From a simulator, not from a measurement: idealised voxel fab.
voxel self aligned vias: a process module
In the cross-section labelled cut, the width is 225 nm and each square cell is 5 nm.
This document writes a cross-section as a grid whose cells are square, and gives it as bands, listed from the top down; one or more rows of cells form a band. The entry gives the band's vertical extent as a top height and a bottom height in nm, then its horizontal make-up as materials from left to right, each with a width in nm. "blank" stands for empty space; a single material marked "everywhere" fills the band edge to edge. Note: height 0 marks the level under which the wafer is uniformly one material as received. Lowest band unbounded below, written "from 0 down". Note: "30..40" means the width goes from the first number (top row of the band) to the second number (bottom row) in equal steps per row of cells. For the purposes of this document, the phrase "remains unaltered" attached to a step denotes that no cell within the cross-section was modified by that step. Listed in "Closed void listing": every empty space of 8 or more cells without an open way to the top. Form: width x height at distance, the distance being from the left edge, all in nm. Note: text after step settings on the step line = simulator remark on that step. "overlay nm" on a masked step: distance the mask lay right of its planned place, negative for left.
The planned process steps are enumerated hereunder:
1: RECEIVE with material Si
2: CONFORMAL_DEP with material SiO2, thk nm 15
3: CONFORMAL_DEP with material SiCN, thk nm 5
4: DIRECTIONAL_DEP with material SiO2, thk nm 20
5: DIRECTIONAL_DEP with material aC, thk nm 10
6: PATTERN with tone open, mask id LINES, material resist, width nm 20, pitch nm 45, thk nm 25, overlay nm 0
7: DIRECTIONAL_ETCH with etch materials aC, depth nm 10
8: STRIP with etch materials resist
9: DIRECTIONAL_ETCH with etch materials SiO2, depth nm 20
10: STRIP with etch materials aC
11: CONFORMAL_DEP with material TiN, thk nm 5
12: FILL_DEP with material Ru, thk nm 10
13: CMP with height nm 40
14: SELECTIVE_ETCH with etch materials W Ru TiN, depth nm 5
15: FILL_DEP with material SiN, thk nm 10
16: CMP with height nm 40
17: DIRECTIONAL_DEP with material SiO2, thk nm 20
18: MASKED_ETCH with tone open, mask id VIAS, width nm 30, etch materials SiO2, depth nm 20, overlay nm 0
19: MASKED_ETCH with tone open, mask id VIAS, width nm 30, etch materials SiN, depth nm 5, overlay nm 0
20: CONFORMAL_DEP with material TiN, thk nm 5
21: FILL_DEP with material Ru, thk nm 5
22: CMP with height nm 60
23: CONFORMAL_DEP with material SiCN, thk nm 5
Cross-section of the wafer as it came to us, i.e., already through step 1:
	from 0 down | Si everywhere
	Closed void listing: none
The first of two wafers, cross-sectioned at the end of the module, with the run proceeding as planned:
	from 65 to 60 | SiCN everywhere
	from 60 to 45 | 75 of SiO2, then 5 of TiN, then 20 of Ru, then 5 of TiN, then 120 of SiO2
	from 45 to 40 | 75 of SiO2, then 10 of TiN, then 10 of Ru, then 10 of TiN, then 120 of SiO2
	from 40 to 35 | 80 of SiO2, then 20 of TiN, then 25 of SiO2, then 20 of SiN, then 80 of SiO2
	from 35 to 25 | 80 of SiO2, then 5 of TiN, then 10 of Ru, then 5 of TiN, then 25 of SiO2, then 5 of TiN, then 10 of Ru, then 5 of TiN, then 80 of SiO2
	from 25 to 20 | 80 of SiO2, then 20 of TiN, then 25 of SiO2, then 20 of TiN, then 80 of SiO2
	from 20 to 15 | SiCN everywhere
	from 15 to 0 | SiO2 everywhere
	from 0 down | Si everywhere
	Closed void listing: none
Now the second wafer, cross-sectioned at the end of the module. Nothing different at the start, nothing different in the plan compared with the first, just one mistake when it was actually run:
	from 65 to 60 | SiCN everywhere
	from 60 to 45 | 75 of SiO2, then 5 of TiN, then 20 of Ru, then 5 of TiN, then 120 of SiO2
	from 45 to 40 | 75 of SiO2, then 15 of TiN, then 5 of Ru, then 10 of TiN, then 120 of SiO2
	from 40 to 35 | 80 of SiO2, then 5 of SiN, then 15 of TiN, then 25 of SiO2, then 20 of SiN, then 80 of SiO2
	from 35 to 25 | 80 of SiO2, then 5 of TiN, then 10 of Ru, then 5 of TiN, then 25 of SiO2, then 5 of TiN, then 10 of Ru, then 5 of TiN, then 80 of SiO2
	from 25 to 20 | 80 of SiO2, then 20 of TiN, then 25 of SiO2, then 20 of TiN, then 80 of SiO2
	from 20 to 15 | SiCN everywhere
	from 15 to 0 | SiO2 everywhere
	from 0 down | Si everywhere
	Closed void listing: none
Finding, execution versus plan: step 19 ran differently from the plan; actual operation with settings: MASKED_ETCH with tone open, mask id VIAS, width nm 30, etch materials SiN, depth nm 5, overlay nm 10
In the final state, the cell counts of the second wafer exceed or fall short of those of the first for the following materials: Ru -1 | SiN +1
